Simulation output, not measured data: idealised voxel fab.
process module | voxel capacitor over wiring
cross-section cut | 155 nm wide | cells 5 nm
A cross-section is a grid of square cells, given in bands from the top down. A band is one or more rows of cells.
Each band's line starts with the height of the band's top and of its bottom, in nm. Then come its materials from left to right, each with its width in nm. One material with "throughout" fills the band from edge to edge. "air" is empty space.
Height 0 is the level under which the wafer as received is all one material. The lowest band goes on downwards, as in "0 down".
A width such as "30 to 40" changes by the same amount from each row of cells to the next, from the band's top row to its bottom row.
"no change" after a step means that no cell of the cross-section changed.
closed voids: empty space of 8 cells or more with no open way to the top, each as width x height at its distance from the left edge, in nm
after a step's settings: what the simulator itself notes on the step
overlay nm, on a step with a mask: how far to the right of its planned place the mask lay; to the left if negative
plan
1 op RECEIVE | material Si
2 op CONFORMAL_DEP | material SiO2 | thk nm 10
3 op DIRECTIONAL_DEP | material TiN | thk nm 5
4 op DIRECTIONAL_DEP | material Ru | thk nm 25
5 op MASKED_ETCH | tone cover | mask id METAL_1 | width nm 30 | pitch nm 85 | etch materials Ru | depth nm 25 | overlay nm 0
6 op MASKED_ETCH | tone cover | mask id METAL_1 | width nm 30 | pitch nm 85 | etch materials TiN | depth nm 5 | overlay nm 0
7 op CONFORMAL_DEP | material SiN | thk nm 5
8 op FILL_DEP | material lowk | thk nm 5
9 op CMP | height nm 40
10 op CONFORMAL_DEP | material SiCN | thk nm 5
11 op DIRECTIONAL_DEP | material SiO2 | thk nm 20
12 op PATTERN | tone open | mask id PLUG_1 | material resist | width nm 15 | thk nm 20 | overlay nm 0
13 op DIRECTIONAL_ETCH | etch materials SiO2 | depth nm 20
14 op DIRECTIONAL_ETCH | etch materials SiCN | depth nm 5
15 op STRIP | etch materials resist
16 op EPI | material Ru | thk nm 10
17 op EPI | material Ru | thk nm 10
18 op EPI | material Ru | thk nm 5
19 op DIRECTIONAL_DEP | material TiN | thk nm 10
20 op DIRECTIONAL_DEP | material Al2O3 | thk nm 5
21 op DIRECTIONAL_DEP | material TiN | thk nm 10
22 op MASKED_ETCH | tone cover | mask id UPPER_PLATE | width nm 60 | etch materials TiN | depth nm 10 | overlay nm 0
23 op MASKED_ETCH | tone cover | mask id UPPER_PLATE | width nm 60 | etch materials Al2O3 | depth nm 5 | overlay nm 0
24 op MASKED_ETCH | tone cover | mask id LOWER_PLATE | width nm 70 | etch materials TiN | depth nm 10 | overlay nm 0
25 op FILL_DEP | material SiO2 | thk nm 15
26 op CMP | height nm 100
27 op MASKED_ETCH | tone open | mask id PLUG_2 | width nm 15 | etch materials SiO2 | depth nm 10 | overlay nm 0
28 op CONFORMAL_DEP | material TiN | thk nm 5
29 op FILL_DEP | material Cu | thk nm 10
30 op CMP | height nm 100
31 op CONFORMAL_DEP | material SiCN | thk nm 5
as received, after step 1
  0 down: Si throughout
  closed voids: none
first wafer at the end, as planned
  105 to 100: SiCN throughout
  100 to 95: SiO2 45 | TiN 5 | Cu 5 | TiN 5 | SiO2 95
  95 to 90: SiO2 45 | TiN 15 | SiO2 95
  90 to 80: SiO2 35 | TiN 60 | SiO2 60
  80 to 75: SiO2 35 | Al2O3 60 | SiO2 60
  75 to 65: SiO2 30 | TiN 70 | SiO2 55
  65 to 45: SiO2 35 | Ru 15 | SiO2 105
  45 to 40: SiCN 35 | Ru 15 | SiCN 105
  40 to 15: lowk 15 | SiN 5 | Ru 30 | SiN 5 | lowk 45 | SiN 5 | Ru 30 | SiN 5 | lowk 15
  15 to 10: SiN 20 | TiN 30 | SiN 55 | TiN 30 | SiN 20
  10 to 0: SiO2 throughout
  0 down: Si throughout
  closed voids: none
second wafer at the end: like start, like plan, one mistake
  105 to 100: SiCN throughout
  100 to 95: SiO2 45 | TiN 5 | Cu 5 | TiN 5 | SiO2 95
  95 to 90: SiO2 45 | TiN 15 | SiO2 95
  90 to 80: SiO2 35 | TiN 15 | SiO2 30 | TiN 15 | SiO2 60
  80 to 75: SiO2 35 | Al2O3 15 | SiO2 30 | Al2O3 15 | SiO2 60
  75 to 65: SiO2 30 | TiN 20 | SiO2 30 | TiN 20 | SiO2 55
  65 to 55: Ru 35 | SiO2 15 | TiN 30 | Ru 75
  55 to 50: Ru 35 | SiO2 15 | Al2O3 30 | Ru 75
  50 to 45: Ru 35 | SiO2 15 | TiN 30 | Ru 75
  45 to 40: Ru 35 | SiCN 15 | TiN 30 | Ru 75
  40 to 15: lowk 15 | SiN 5 | Ru 30 | SiN 5 | lowk 45 | SiN 5 | Ru 30 | SiN 5 | lowk 15
  15 to 10: SiN 20 | TiN 30 | SiN 55 | TiN 30 | SiN 20
  10 to 0: SiO2 throughout
  0 down: Si throughout
  closed voids: none
what went wrong: step 12 ran as: op PATTERN | tone cover | mask id PLUG_1 | material resist | width nm 15 | thk nm 20 | overlay nm 0
at the end the second wafer has, in cells: 95 more of Ru | 25 fewer of SiCN | 70 fewer of SiO2
